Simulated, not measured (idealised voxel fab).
The document below concerns the process module designated voxel quadruple lines.
Pictured: cross-section cut, 300 nm wide, on a grid of 5 nm square cells.
Cross-section spec: square-cell grid; bands listed top down; each band is one or more rows. In this notation a band is specified by the heights of its top and bottom, in that order and in nm, after which its materials appear from left to right, each paired with its width in nm. The word "full width" attached to a single material means that material fills the band from edge to edge; the word "blank" stands for empty space. Ref level 0: as-received wafer is one material below here. Bottom band extends down with no lower bound ("0 nm and below"). A width such as "30 to 40" changes by the same amount from each row of cells to the next, from the band's top row to its bottom row. Key: "left unchanged" - step with no changed cell in the cross-section. Entry "Fully closed voids" = empty spaces >= 8 cells with no open way to the top; each as width x height at distance, distance from left edge, all nm. What comes after the settings on a step's line is commentary from the simulator itself on that step. Among the settings permitted on a step's line is "overlay nm"; applied to a step with a mask, it specifies the extent to which the mask lay to the right of its planned position, whereas a negative figure signifies a position to the left.
# Planned step list for the process
1,RECEIVE [material Si]
2,CONFORMAL_DEP [material Al2O3] [thk nm 5]
3,DIRECTIONAL_DEP [material W] [thk nm 10]
4,DIRECTIONAL_DEP [material polySi] [thk nm 15]
5,DIRECTIONAL_DEP [material aC] [thk nm 25]
6,PATTERN [tone cover] [mask id MANDREL] [material resist] [width nm 35] [thk nm 35] [overlay nm 0]
7,DIRECTIONAL_ETCH [etch materials aC] [depth nm 25]
8,STRIP [etch materials resist]
9,CONFORMAL_DEP [material SiO2] [thk nm 15]
10,DIRECTIONAL_ETCH [etch materials SiO2] [depth nm 15]
11,STRIP [etch materials aC]
12,DIRECTIONAL_ETCH [etch materials polySi] [depth nm 15]
13,STRIP [etch materials SiO2]
14,CONFORMAL_DEP [material SiN] [thk nm 10]
15,DIRECTIONAL_ETCH [etch materials SiN] [depth nm 10]
16,STRIP [etch materials polySi]
17,DIRECTIONAL_ETCH [etch materials W] [depth nm 10]
18,STRIP [etch materials SiN]
# First of two wafers, processed according to plan
# Incoming wafer in cross-section (state: after step 1)
    0 nm and below: Si full width
    Fully closed voids: none
# The wafer, seen in cross-section, after step 2
    5 nm to 0 nm: Al2O3 full width
    Below a height of 0, the structure has not been altered.
# The wafer, seen in cross-section, after step 3
    15 nm to 5 nm: W full width
    Below a height of 5, the structure has not been altered.
# The wafer, seen in cross-section, after step 4
    30 nm to 15 nm: polySi full width
    Below a height of 15, the structure has not been altered.
# The wafer, seen in cross-section, after step 5
    55 nm to 30 nm: aC full width
    Below a height of 30, the structure has not been altered.
# The wafer, seen in cross-section, after step 6
    90 nm to 55 nm: 130 of blank, then 35 of resist, then 135 of blank
    Below a height of 55, the structure has not been altered.
# The wafer, seen in cross-section, after step 7
    65 nm to 55 nm: 130 of blank, then 35 of resist, then 135 of blank
    55 nm to 30 nm: 130 of blank, then 35 of aC, then 135 of blank
    Below a height of 30, the structure has not been altered.
# The wafer, seen in cross-section, after step 8
    55 nm to 30 nm: 130 of blank, then 35 of aC, then 135 of blank
    Below a height of 30, the structure has not been altered.
# The wafer, seen in cross-section, after step 9
    70 nm to 55 nm: 115 of blank, then 65 of SiO2, then 120 of blank
    55 nm to 45 nm: 115 of blank, then 15 of SiO2, then 35 of aC, then 15 of SiO2, then 120 of blank
    45 nm to 30 nm: 130 of SiO2, then 35 of aC, then 135 of SiO2
    Below a height of 30, the structure has not been altered.
# The wafer, seen in cross-section, after step 10
    55 nm to 30 nm: 115 of blank, then 15 of SiO2, then 35 of aC, then 15 of SiO2, then 120 of blank
    Below a height of 30, the structure has not been altered.
# The wafer, seen in cross-section, after step 11
    55 nm to 30 nm: 115 of blank, then 15 of SiO2, then 35 of blank, then 15 of SiO2, then 120 of blank
    Below a height of 30, the structure has not been altered.
# The wafer, seen in cross-section, after step 12
    55 nm to 30 nm: 115 of blank, then 15 of SiO2, then 35 of blank, then 15 of SiO2, then 120 of blank
    30 nm to 15 nm: 115 of blank, then 15 of polySi, then 35 of blank, then 15 of polySi, then 120 of blank
    Below a height of 15, the structure has not been altered.
# The wafer, seen in cross-section, after step 13
    30 nm to 15 nm: 115 of blank, then 15 of polySi, then 35 of blank, then 15 of polySi, then 120 of blank
    Below a height of 15, the structure has not been altered.
# The wafer, seen in cross-section, after step 14
    40 nm to 30 nm: 105 of blank, then 35 of SiN, then 15 of blank, then 35 of SiN, then 110 of blank
    30 nm to 25 nm: 105 of blank, then 10 of SiN, then 15 of polySi, then 10 of SiN, then 15 of blank, then 10 of SiN, then 15 of polySi, then 10 of SiN, then 110 of blank
    25 nm to 15 nm: 115 of SiN, then 15 of polySi, then 35 of SiN, then 15 of polySi, then 120 of SiN
    Below a height of 15, the structure has not been altered.
# The wafer, seen in cross-section, after step 15
    30 nm to 15 nm: 105 of blank, then 10 of SiN, then 15 of polySi, then 10 of SiN, then 15 of blank, then 10 of SiN, then 15 of polySi, then 10 of SiN, then 110 of blank
    Below a height of 15, the structure has not been altered.
# The wafer, seen in cross-section, after step 16
    30 nm to 15 nm: 105 of blank, then 10 of SiN, then 15 of blank, then 10 of SiN, then 15 of blank, then 10 of SiN, then 15 of blank, then 10 of SiN, then 110 of blank
    Below a height of 15, the structure has not been altered.
# The wafer, seen in cross-section, after step 17
    30 nm to 15 nm: 105 of blank, then 10 of SiN, then 15 of blank, then 10 of SiN, then 15 of blank, then 10 of SiN, then 15 of blank, then 10 of SiN, then 110 of blank
    15 nm to 5 nm: 105 of blank, then 10 of W, then 15 of blank, then 10 of W, then 15 of blank, then 10 of W, then 15 of blank, then 10 of W, then 110 of blank
    Below a height of 5, the structure has not been altered.
# The wafer, seen in cross-section, after step 18
    15 nm to 5 nm: 105 of blank, then 10 of W, then 15 of blank, then 10 of W, then 15 of blank, then 10 of W, then 15 of blank, then 10 of W, then 110 of blank
    Below a height of 5, the structure has not been altered.
# The second wafer began exactly as the first did and followed the same plan, but one mistake was made while running it; through step 12 inclusive, the two wafers are identical
# Second wafer, cross-section, planned end of step 13
    30 nm to 15 nm: 115 of blank, then 15 of polySi, then 35 of blank, then 15 of polySi, then 120 of blank
    Below a height of 15, the structure has not been altered.
# Second wafer, cross-section, planned end of step 14
    40 nm to 30 nm: 105 of blank, then 35 of SiN, then 15 of blank, then 35 of SiN, then 110 of blank
    30 nm to 25 nm: 105 of blank, then 10 of SiN, then 15 of polySi, then 10 of SiN, then 15 of blank, then 10 of SiN, then 15 of polySi, then 10 of SiN, then 110 of blank
    25 nm to 15 nm: 115 of SiN, then 15 of polySi, then 35 of SiN, then 15 of polySi, then 120 of SiN
    Below a height of 15, the structure has not been altered.
# Second wafer, cross-section, planned end of step 15
    30 nm to 15 nm: 105 of blank, then 10 of SiN, then 15 of polySi, then 10 of SiN, then 15 of blank, then 10 of SiN, then 15 of polySi, then 10 of SiN, then 110 of blank
    Below a height of 15, the structure has not been altered.
# Second wafer, cross-section, planned end of step 16
    30 nm to 15 nm: 105 of blank, then 10 of SiN, then 15 of blank, then 10 of SiN, then 15 of blank, then 10 of SiN, then 15 of blank, then 10 of SiN, then 110 of blank
    Below a height of 15, the structure has not been altered.
# Second wafer, cross-section, planned end of step 17
    30 nm to 15 nm: 105 of blank, then 10 of SiN, then 15 of blank, then 10 of SiN, then 15 of blank, then 10 of SiN, then 15 of blank, then 10 of SiN, then 110 of blank
    15 nm to 5 nm: 105 of blank, then 10 of W, then 15 of blank, then 10 of W, then 15 of blank, then 10 of W, then 15 of blank, then 10 of W, then 110 of blank
    Below a height of 5, the structure has not been altered.
# Second wafer, cross-section, planned end of step 18
    15 nm to 5 nm: 105 of blank, then 10 of W, then 15 of blank, then 10 of W, then 15 of blank, then 10 of W, then 15 of blank, then 10 of W, then 110 of blank
    Below a height of 5, the structure has not been altered.
It is concluded that the wafer was processed incorrectly with respect to the plan, in that step 13 in the plan was executed twice
The two wafers finish with the same cross-section, and therefore the mistake leaves the computed outcome of this model unchanged.
